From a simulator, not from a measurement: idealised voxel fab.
Process module in this document: voxel local oxidation
cross-section cut | 175 nm wide | cells 5 nm
Think of the cross-section as a grid of square cells. We describe it in bands, top to bottom, and each band covers one or more rows of those cells.
Per band: top height and bottom height in nm, followed by the left-to-right materials and their widths in nm; "edge to edge" marks a single material spanning edge to edge, "air" marks empty space.
Height 0 is the level under which the wafer as received is all one material. The lowest band goes on downwards, as in "0 -> down".
A width given as "30..40" starts at the first number in the band's top row and ends at the second number in its bottom row, shifting by an equal amount at every step from row to row.
The designation "no modification", where it is given for a processing step, indicates that no cell of the cross-section was altered in the course of that step.
"Unvented voids" specifies each empty space that is not open to the top and that occupies no fewer than 8 cells, using the form width x height at distance, the distance measured from the left edge and all three quantities in nm.
after a step's settings: what the simulator itself notes on the step
overlay nm: for a step with a mask, the amount by which the mask lay right of where it was planned; a negative amount means left of it.

-- Intended process steps
1. RECEIVE: material Si
2. OXIDIZE: depth nm 5
3. CONFORMAL_DEP: material SiN, thk nm 15
4. PATTERN: tone cover, mask id ACTIVE, material resist, width nm 100, thk nm 15, overlay nm 0
5. DIRECTIONAL_ETCH: etch materials SiN, depth nm 15
6. STRIP: etch materials resist
7. SELECTIVE_ETCH: etch materials SiO2, depth nm 5
8. OXIDIZE: depth nm 10
9. STRIP: etch materials SiN

-- as received, after step 1
> 0 -> down = Si edge to edge
> Unvented voids: none

-- Module complete - cross-section of the first of two wafers, run according to plan
> 0 -> -5 = 40 of air, 90 of SiO2, 45 of air
> -5 -> -15 = 50 of SiO2, 70 of Si, 55 of SiO2
> -15 -> down = Si edge to edge
> Unvented voids: none

-- Wafer two, end of module, cross-section. Same start, same plan as wafer one. One mistake in the run
> 0 -> -5 = 40 of air, 90 of SiO2, 45 of air
> -5 -> -25 = 60 of SiO2, 50 of Si, 65 of SiO2
> -25 -> down = Si edge to edge
> Unvented voids: none
The plan and the run diverged here: step 8 ran with different settings than intended, the actual operation and settings being OXIDIZE: depth nm 20
Looking at both finished wafers in cells, the second ends up ahead of or behind the first on some materials: Si: 58 fewer; SiO2: 58 more
